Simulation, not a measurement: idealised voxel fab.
Process module name: voxel transistor to metal
Shown is cross-section cut, with a width of 265 nm and square cells of size 5 nm.
Cross-section spec: square-cell grid; bands listed top down; each band is one or more rows. The entry gives the band's vertical extent as a top height and a bottom height in nm, then its horizontal make-up as materials from left to right, each with a width in nm. "air" stands for empty space; a single material marked "edge to edge" fills the band edge to edge. Height datum 0, below which the as-received substrate wafer is one material. Lowest band open at the bottom, running downward: "0 -> down". A width such as "30..40" changes by the same amount from each row of cells to the next, from the band's top row to its bottom row. The designation "remained unchanged", where it is given for a processing step, indicates that no cell of the cross-section was altered in the course of that step. In "Closed void roster" the enclosed voids are listed, meaning empty spaces of 8 cells or larger without any opening to the top. The form is width x height at distance, distance from the left edge, units nm. Step line, after settings: the simulator's comment on this step. Regarding "overlay nm": on a step with a mask, it is the distance the mask lay to the right of its planned place; a negative value places it to the left.

-- Set out below are the planned steps of the process
step 1: RECEIVE (material Si)
step 2: CONFORMAL_DEP (material SiO2; thk nm 5)
step 3: CONFORMAL_DEP (material SiN; thk nm 15)
step 4: PATTERN (tone cover; mask id ACTIVE; material resist; width nm 100; pitch nm 125; thk nm 15; overlay nm 0)
step 5: DIRECTIONAL_ETCH (etch materials SiN; depth nm 15)
step 6: DIRECTIONAL_ETCH (etch materials SiO2; depth nm 5)
step 7: DIRECTIONAL_ETCH (etch materials Si; depth nm 30)
step 8: STRIP (etch materials resist)
step 9: OXIDIZE (depth nm 5)
step 10: FILL_DEP (material SiO2; thk nm 15)
step 11: CMP (height nm 20)
step 12: SELECTIVE_ETCH (etch materials SiO2; depth nm 5)
step 13: STRIP (etch materials SiN)
step 14: SELECTIVE_ETCH (etch materials SiO2; depth nm 5)
step 15: OXIDIZE (depth nm 5)
step 16: DIRECTIONAL_DEP (material polySi; thk nm 20)
step 17: DIRECTIONAL_DEP (material SiCN; thk nm 10)
step 18: DIRECTIONAL_DEP (material aC; thk nm 10)
step 19: PATTERN (tone cover; mask id GATE; material resist; width nm 20; pitch nm 125; thk nm 30; overlay nm 0)
step 20: DIRECTIONAL_ETCH (etch materials aC; depth nm 10)
step 21: STRIP (etch materials resist)
step 22: DIRECTIONAL_ETCH (etch materials SiCN; depth nm 20)
step 23: DIRECTIONAL_ETCH (etch materials polySi; depth nm 30)
step 24: STRIP (etch materials aC)
step 25: CONFORMAL_DEP (material SiO2; thk nm 5)
step 26: DIRECTIONAL_ETCH (etch materials SiO2; depth nm 5)
step 27: CONFORMAL_DEP (material SiN; thk nm 10)
step 28: DIRECTIONAL_ETCH (etch materials SiN; depth nm 10)
step 29: DIRECTIONAL_ETCH (etch materials SiO2; depth nm 5)
step 30: DIRECTIONAL_ETCH (etch materials Si; depth nm 5)
step 31: EPI (material pSi; thk nm 10)
step 32: FILL_DEP (material SiO2; thk nm 10)
step 33: CMP (height nm 30)
step 34: DIRECTIONAL_DEP (material SiO2; thk nm 10)
step 35: PATTERN (tone open; mask id CONTACT; material resist; width nm 30; thk nm 20; overlay nm 0)
step 36: DIRECTIONAL_ETCH (etch materials SiO2; depth nm 35)
step 37: STRIP (etch materials resist)
step 38: CONFORMAL_DEP (material TiN; thk nm 5)
step 39: FILL_DEP (material W; thk nm 5)
step 40: CMP (height nm 40)
step 41: DIRECTIONAL_DEP (material TiN; thk nm 5)
step 42: DIRECTIONAL_DEP (material W; thk nm 15)
step 43: MASKED_ETCH (tone cover; mask id METAL_1; width nm 15; etch materials W; depth nm 15; overlay nm 0)
step 44: MASKED_ETCH (tone cover; mask id METAL_1; width nm 15; etch materials TiN; depth nm 5; overlay nm 0)
step 45: CONFORMAL_DEP (material SiCN; thk nm 5)
step 46: FILL_DEP (material SiO2; thk nm 10)
step 47: CMP (height nm 60)
step 48: CONFORMAL_DEP (material SiCN; thk nm 5)
step 49: DIRECTIONAL_DEP (material SiO2; thk nm 35)
step 50: MASKED_ETCH (tone open; mask id METAL_2; width nm 15; pitch nm 125; etch materials SiO2; depth nm 20; overlay nm 0)
step 51: PATTERN (tone open; mask id METAL_2_HOLES; material resist; width nm 15; pitch nm 125; thk nm 20; overlay nm 0)
step 52: DIRECTIONAL_ETCH (etch materials SiO2; depth nm 15)
step 53: DIRECTIONAL_ETCH (etch materials SiCN; depth nm 5)
step 54: STRIP (etch materials resist)
step 55: CONFORMAL_DEP (material TiN; thk nm 5)
step 56: FILL_DEP (material Cu; thk nm 5)
step 57: CMP (height nm 100)
step 58: CONFORMAL_DEP (material SiN; thk nm 5)

-- Wafer cross-section on receipt, i.e. after step 1
0 -> down | Si edge to edge
Closed void roster: none

-- First of two wafers, end-of-module section, run followed plan
105 -> 100 | SiN edge to edge
100 -> 65 | SiO2 25 nm | TiN 5 nm | Cu 5 nm | TiN 5 nm | SiO2 110 nm | TiN 5 nm | Cu 5 nm | TiN 5 nm | SiO2 100 nm
65 -> 60 | SiCN 25 nm | TiN 15 nm | SiCN 110 nm | TiN 15 nm | SiCN 100 nm
60 -> 45 | SiO2 20 nm | SiCN 5 nm | W 15 nm | SiCN 5 nm | SiO2 50 nm | SiCN 5 nm | W 15 nm | SiCN 5 nm | SiO2 25 nm | SiCN 5 nm | W 15 nm | SiCN 5 nm | SiO2 50 nm | SiCN 5 nm | W 15 nm | SiCN 5 nm | SiO2 20 nm
45 -> 40 | SiCN 25 nm | TiN 15 nm | SiCN 60 nm | TiN 15 nm | SiCN 35 nm | TiN 15 nm | SiCN 60 nm | TiN 15 nm | SiCN 25 nm
40 -> 30 | SiO2 25 nm | TiN 5 nm | W 20..10 nm | TiN 5..15 nm | SiO2 30 nm | TiN 5..15 nm | W 20..10 nm | TiN 5 nm | SiO2 35 nm | TiN 5 nm | W 20..10 nm | TiN 5..15 nm | SiO2 30 nm | TiN 5..15 nm | W 20..10 nm | TiN 5 nm | SiO2 25 nm
30 -> 20 | SiO2 25 nm | TiN 5 nm | W 10 nm | TiN 5 nm | SiN 10 nm | SiO2 5 nm | SiCN 20 nm | SiO2 5 nm | SiN 10 nm | TiN 5 nm | W 10 nm | TiN 5 nm | SiO2 35 nm | TiN 5 nm | W 10 nm | TiN 5 nm | SiN 10 nm | SiO2 5 nm | SiCN 20 nm | SiO2 5 nm | SiN 10 nm | TiN 5 nm | W 10 nm | TiN 5 nm | SiO2 25 nm
20 -> 10 | SiO2 25 nm | TiN 5..10 nm | W 10..5 nm | TiN 5 nm | SiN 10 nm | SiO2 5 nm | polySi 20 nm | SiO2 5 nm | SiN 10 nm | TiN 5 nm | W 10..5 nm | TiN 5..10 nm | SiO2 35 nm | TiN 5..10 nm | W 10..5 nm | TiN 5 nm | SiN 10 nm | SiO2 5 nm | polySi 20 nm | SiO2 5 nm | SiN 10 nm | TiN 5 nm | W 10..5 nm | TiN 5..10 nm | SiO2 25 nm
10 -> 5 | SiO2 20 nm | SiN 10 nm | TiN 15 nm | SiN 10 nm | SiO2 5 nm | polySi 20 nm | SiO2 5 nm | SiN 10 nm | TiN 15 nm | SiN 10 nm | SiO2 25 nm | SiN 10 nm | TiN 15 nm | SiN 10 nm | SiO2 5 nm | polySi 20 nm | SiO2 5 nm | SiN 10 nm | TiN 15 nm | SiN 10 nm | SiO2 20 nm
5 -> 0 | SiO2 20 nm | SiN 10 nm | pSi 15 nm | SiN 10 nm | SiO2 5 nm | polySi 20 nm | SiO2 5 nm | SiN 10 nm | pSi 15 nm | SiN 10 nm | SiO2 25 nm | SiN 10 nm | pSi 15 nm | SiN 10 nm | SiO2 5 nm | polySi 20 nm | SiO2 5 nm | SiN 10 nm | pSi 15 nm | SiN 10 nm | SiO2 20 nm
0 -> -5 | SiO2 30 nm | pSi 15 nm | SiO2 50 nm | pSi 15 nm | SiO2 45 nm | pSi 15 nm | SiO2 50 nm | pSi 15 nm | SiO2 30 nm
-5 -> -10 | SiO2 25 nm | Si 5 nm | pSi 15 nm | Si 50 nm | pSi 15 nm | Si 5 nm | SiO2 35 nm | Si 5 nm | pSi 15 nm | Si 50 nm | pSi 15 nm | Si 5 nm | SiO2 25 nm
-10 -> -35 | SiO2 25 nm | Si 90 nm | SiO2 35 nm | Si 90 nm | SiO2 25 nm
-35 -> down | Si edge to edge
Closed void roster: none

-- So this is wafer number two of the two, cut at the end of the module - it started where the first did and had the same plan, we just got one thing wrong running it
105 -> 100 | SiN edge to edge
100 -> 65 | SiO2 25 nm | TiN 5 nm | Cu 5 nm | TiN 5 nm | SiO2 110 nm | TiN 5 nm | Cu 5 nm | TiN 5 nm | SiO2 100 nm
65 -> 60 | SiCN 25 nm | TiN 15 nm | SiCN 110 nm | TiN 15 nm | SiCN 100 nm
60 -> 45 | SiO2 20 nm | SiCN 5 nm | W 15 nm | SiCN 5 nm | SiO2 50 nm | SiCN 5 nm | W 15 nm | SiCN 5 nm | SiO2 25 nm | SiCN 5 nm | W 15 nm | SiCN 5 nm | SiO2 50 nm | SiCN 5 nm | W 15 nm | SiCN 5 nm | SiO2 20 nm
45 -> 40 | SiCN 25 nm | TiN 15 nm | SiCN 60 nm | TiN 15 nm | SiCN 35 nm | TiN 15 nm | SiCN 60 nm | TiN 15 nm | SiCN 25 nm
40 -> 35 | W 20 nm | TiN 5 nm | SiO2 30 nm | TiN 5 nm | W 20 nm | TiN 5 nm | SiO2 30 nm | TiN 5 nm | W 25 nm | TiN 5 nm | SiO2 30 nm | TiN 5 nm | W 20 nm | TiN 5 nm | SiO2 30 nm | TiN 5 nm | W 20 nm
35 -> 30 | W 20 nm | TiN 5 nm | SiO2 30 nm | TiN 30 nm | SiO2 30 nm | TiN 5 nm | W 25 nm | TiN 5 nm | SiO2 30 nm | TiN 30 nm | SiO2 30 nm | TiN 5 nm | W 20 nm
30 -> 20 | W 20 nm | TiN 5 nm | SiO2 20 nm | SiN 10 nm | TiN 5 nm | SiCN 20 nm | TiN 5 nm | SiN 10 nm | SiO2 20 nm | TiN 5 nm | W 25 nm | TiN 5 nm | SiO2 20 nm | SiN 10 nm | TiN 5 nm | SiCN 20 nm | TiN 5 nm | SiN 10 nm | SiO2 20 nm | TiN 5 nm | W 20 nm
20 -> 10 | W 20..15 nm | TiN 5..10 nm | SiO2 20 nm | SiN 10 nm | TiN 5 nm | polySi 20 nm | TiN 5 nm | SiN 10 nm | SiO2 20 nm | TiN 5..10 nm | W 25..15 nm | TiN 5..10 nm | SiO2 20 nm | SiN 10 nm | TiN 5 nm | polySi 20 nm | TiN 5 nm | SiN 10 nm | SiO2 20 nm | TiN 5..10 nm | W 20..15 nm
10 -> 5 | TiN 20 nm | SiN 10 nm | SiO2 15 nm | SiN 10 nm | TiN 5 nm | polySi 20 nm | TiN 5 nm | SiN 10 nm | SiO2 15 nm | SiN 10 nm | TiN 25 nm | SiN 10 nm | SiO2 15 nm | SiN 10 nm | TiN 5 nm | polySi 20 nm | TiN 5 nm | SiN 10 nm | SiO2 15 nm | SiN 10 nm | TiN 20 nm
5 -> 0 | SiO2 20 nm | SiN 10 nm | pSi 15 nm | SiN 10 nm | SiO2 5 nm | polySi 20 nm | SiO2 5 nm | SiN 10 nm | pSi 15 nm | SiN 10 nm | SiO2 25 nm | SiN 10 nm | pSi 15 nm | SiN 10 nm | SiO2 5 nm | polySi 20 nm | SiO2 5 nm | SiN 10 nm | pSi 15 nm | SiN 10 nm | SiO2 20 nm
0 -> -5 | SiO2 30 nm | pSi 15 nm | SiO2 50 nm | pSi 15 nm | SiO2 45 nm | pSi 15 nm | SiO2 50 nm | pSi 15 nm | SiO2 30 nm
-5 -> -10 | SiO2 25 nm | Si 5 nm | pSi 15 nm | Si 50 nm | pSi 15 nm | Si 5 nm | SiO2 35 nm | Si 5 nm | pSi 15 nm | Si 50 nm | pSi 15 nm | Si 5 nm | SiO2 25 nm
-10 -> -35 | SiO2 25 nm | Si 90 nm | SiO2 35 nm | Si 90 nm | SiO2 25 nm
-35 -> down | Si edge to edge
Closed void roster: none
Finding, execution versus plan: contrary to plan, step 35 was performed as PATTERN (tone cover; mask id CONTACT; material resist; width nm 30; thk nm 20; overlay nm 0)
Cell-count delta at end, second wafer over first, by material: SiO2: 35 fewer | TiN: 5 more | W: 30 more
